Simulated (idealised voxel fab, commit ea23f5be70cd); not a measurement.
The process module that follows is named voxel gate over fins.
The width of the displayed cross-section, cut, is 260 nm; its cells are square, with a size of 5 nm.
Format of a cross-section: grid, square cells. Given as bands. Order: top down. Band: one or more rows of cells.
This entry defines a band. It first specifies the height of the band's top and the height of its bottom in nm, and then specifies the band's materials from left to right, stating each material with its width in nm. The word "everywhere" identifies a single material that fills the band from edge to edge, while the word "blank" identifies empty space.
Height 0 is the level under which the wafer as received is all one material. The lowest band goes on downwards, as in "0 down".
The expression "30->40" gives the width at the extremes of the band, the first number at its top row of cells and the second at its bottom row, with the width changing by equal amounts from each row to the next in between.
Any step labelled "no modification" changed none of the cells in the cross-section.
What "Closed empty spaces" gives you is every empty space of 8 cells or more that is cut off from the top. Each appears as width x height at distance, with the distance taken from the left edge and width, height and distance all in nm.
Whatever follows a step's settings on its line is a remark the simulator itself makes about that step.
On any step carrying a mask, the "overlay nm" setting, if present on the step's line, tells how far right of its planned place the mask lay; negative values point to the left.
Process steps - plan
| 1 | op RECEIVE | material Si |
| 2 | op CONFORMAL_DEP | material SiN | thk nm 5 |
| 3 | op PATTERN | tone cover | mask id FINS | material resist | width nm 15 | pitch nm 60 | thk nm 20 | overlay nm 0 |
| 4 | op DIRECTIONAL_ETCH | etch materials SiN | depth nm 5 |
| 5 | op DIRECTIONAL_ETCH | etch materials Si | depth nm 40 |
| 6 | op STRIP | etch materials resist |
| 7 | op OXIDIZE | depth nm 5 |
| 8 | op FILL_DEP | material SiO2 | thk nm 10 |
| 9 | op CMP | height nm 5 |
| 10 | op PATTERN | tone open | mask id RAIL | material resist | width nm 15 | thk nm 15 | overlay nm 0 |
| 11 | op DIRECTIONAL_ETCH | etch materials SiO2 | depth nm 40 |
| 12 | op STRIP | etch materials resist |
| 13 | op CONFORMAL_DEP | material TiN | thk nm 5 |
| 14 | op FILL_DEP | material Ru | thk nm 5 |
| 15 | op CMP | height nm 5 |
| 16 | op SELECTIVE_ETCH | etch materials W Ru TiN | depth nm 30 |
| 17 | op FILL_DEP | material SiO2 | thk nm 5 |
| 18 | op CMP | height nm 5 |
| 19 | op SELECTIVE_ETCH | etch materials SiO2 | depth nm 20 |
| 20 | op STRIP | etch materials SiN |
| 21 | op CONFORMAL_DEP | material HfO2 | thk nm 5 |
| 22 | op CONFORMAL_DEP | material TiN | thk nm 5 |
| 23 | op CONFORMAL_DEP | material TiAl | thk nm 5 |
| 24 | op CONFORMAL_DEP | material TiN | thk nm 5 |
| 25 | op FILL_DEP | material W | thk nm 15 |
| 26 | op CMP | height nm 30 |
| 27 | op CONFORMAL_DEP | material SiCN | thk nm 10 |
Incoming wafer in cross-section (state: after step 1)
    0 down | Si everywhere
    Closed empty spaces: none
The first of two wafers, cross-sectioned at the end of the module, with the run proceeding as planned
    40 to 30 | SiCN everywhere
    30 to 20 | W everywhere
    20 to 15 | W (45)  TiN (45)  W (15)  TiN (45)  W (15)  TiN (45)  W (50)
    15 to 10 | W (45)  TiN (5)  TiAl (35)  TiN (5)  W (15)  TiN (5)  TiAl (35)  TiN (5)  W (15)  TiN (5)  TiAl (35)  TiN (5)  W (50)
    10 to 5 | W (45)  TiN (5)  TiAl (5)  TiN (25)  TiAl (5)  TiN (5)  W (15)  TiN (5)  TiAl (5)  TiN (25)  TiAl (5)  TiN (5)  W (15)  TiN (5)  TiAl (5)  TiN (25)  TiAl (5)  TiN (5)  W (50)
    5 to 0 | TiN (50)  TiAl (5)  TiN (5)  HfO2 (15)  TiN (5)  TiAl (5)  TiN (25)  TiAl (5)  TiN (5)  HfO2 (15)  TiN (5)  TiAl (5)  TiN (25)  TiAl (5)  TiN (5)  HfO2 (15)  TiN (5)  TiAl (5)  TiN (55)
    0 to -5 | TiAl (55)  TiN (5)  HfO2 (5)  Si (5)  HfO2 (5)  TiN (5)  TiAl (35)  TiN (5)  HfO2 (5)  Si (5)  HfO2 (5)  TiN (5)  TiAl (35)  TiN (5)  HfO2 (5)  Si (5)  HfO2 (5)  TiN (5)  TiAl (60)
    -5 to -10 | TiN (60)  HfO2 (5)  Si (5)  HfO2 (5)  TiN (45)  HfO2 (5)  Si (5)  HfO2 (5)  TiN (45)  HfO2 (5)  Si (5)  HfO2 (5)  TiN (65)
    -10 to -15 | HfO2 (65)  Si (5)  HfO2 (55)  Si (5)  HfO2 (55)  Si (5)  HfO2 (70)
    -15 to -25 | SiO2 (65)  Si (5)  SiO2 (55)  Si (5)  SiO2 (55)  Si (5)  SiO2 (70)
    -25 to -30 | SiO2 (65)  Si (5)  SiO2 (20)  TiN (5)  Ru (5)  TiN (5)  SiO2 (20)  Si (5)  SiO2 (55)  Si (5)  SiO2 (70)
    -30 to -35 | SiO2 (65)  Si (5)  SiO2 (20)  TiN (15)  SiO2 (20)  Si (5)  SiO2 (55)  Si (5)  SiO2 (70)
    -35 to -45 | SiO2 (65)  Si (5)  SiO2 (55)  Si (5)  SiO2 (55)  Si (5)  SiO2 (70)
    -45 down | Si everywhere
    Closed empty spaces: none
Module end: cross-section of wafer two of two. Same start and process plan as the first wafer. One mistake during execution
    40 to 30 | SiCN everywhere
    30 to 20 | W everywhere
    20 to 15 | W (45)  TiN (45)  W (15)  TiN (45)  W (15)  TiN (45)  W (50)
    15 to 10 | W (45)  TiN (5)  TiAl (35)  TiN (5)  W (15)  TiN (5)  TiAl (35)  TiN (5)  W (15)  TiN (5)  TiAl (35)  TiN (5)  W (50)
    10 to 5 | W (45)  TiN (5)  TiAl (5)  TiN (25)  TiAl (5)  TiN (5)  W (15)  TiN (5)  TiAl (5)  TiN (25)  TiAl (5)  TiN (5)  W (15)  TiN (5)  TiAl (5)  TiN (25)  TiAl (5)  TiN (5)  W (50)
    5 to 0 | TiN (50)  TiAl (5)  TiN (5)  HfO2 (15)  TiN (5)  TiAl (5)  TiN (25)  TiAl (5)  TiN (5)  HfO2 (15)  TiN (5)  TiAl (5)  TiN (25)  TiAl (5)  TiN (5)  HfO2 (15)  TiN (5)  TiAl (5)  TiN (55)
    0 to -5 | TiAl (55)  TiN (5)  HfO2 (5)  Si (5)  HfO2 (5)  TiN (5)  TiAl (35)  TiN (5)  HfO2 (5)  Si (5)  HfO2 (5)  TiN (5)  TiAl (35)  TiN (5)  HfO2 (5)  Si (5)  HfO2 (5)  TiN (5)  TiAl (60)
    -5 to -10 | TiN (60)  HfO2 (5)  Si (5)  HfO2 (5)  TiN (45)  HfO2 (5)  Si (5)  HfO2 (5)  TiN (45)  HfO2 (5)  Si (5)  HfO2 (5)  TiN (65)
    -10 to -15 | HfO2 (65)  Si (5)  HfO2 (55)  Si (5)  HfO2 (55)  Si (5)  HfO2 (70)
    -15 to -25 | SiO2 (65)  Si (5)  SiO2 (55)  Si (5)  SiO2 (55)  Si (5)  SiO2 (70)
    -25 to -30 | SiO2 (65)  Si (5)  SiO2 (15)  TiN (5)  Ru (15)  TiN (5)  SiO2 (15)  Si (5)  SiO2 (55)  Si (5)  SiO2 (70)
    -30 to -35 | SiO2 (65)  Si (5)  SiO2 (15)  TiN (25)  SiO2 (15)  Si (5)  SiO2 (55)  Si (5)  SiO2 (70)
    -35 to -45 | SiO2 (65)  Si (5)  SiO2 (55)  Si (5)  SiO2 (55)  Si (5)  SiO2 (70)
    -45 down | Si everywhere
    Closed empty spaces: none
In executing the process, a mistake was made relative to the plan: so step 10 ended up running with a different setting than we planned, it ran as op PATTERN | tone open | mask id RAIL | material resist | width nm 25 | thk nm 15 | overlay nm 0
End of process, cell counts, second wafer against first, materials with more or fewer: +2 Ru; -4 SiO2; +2 TiN
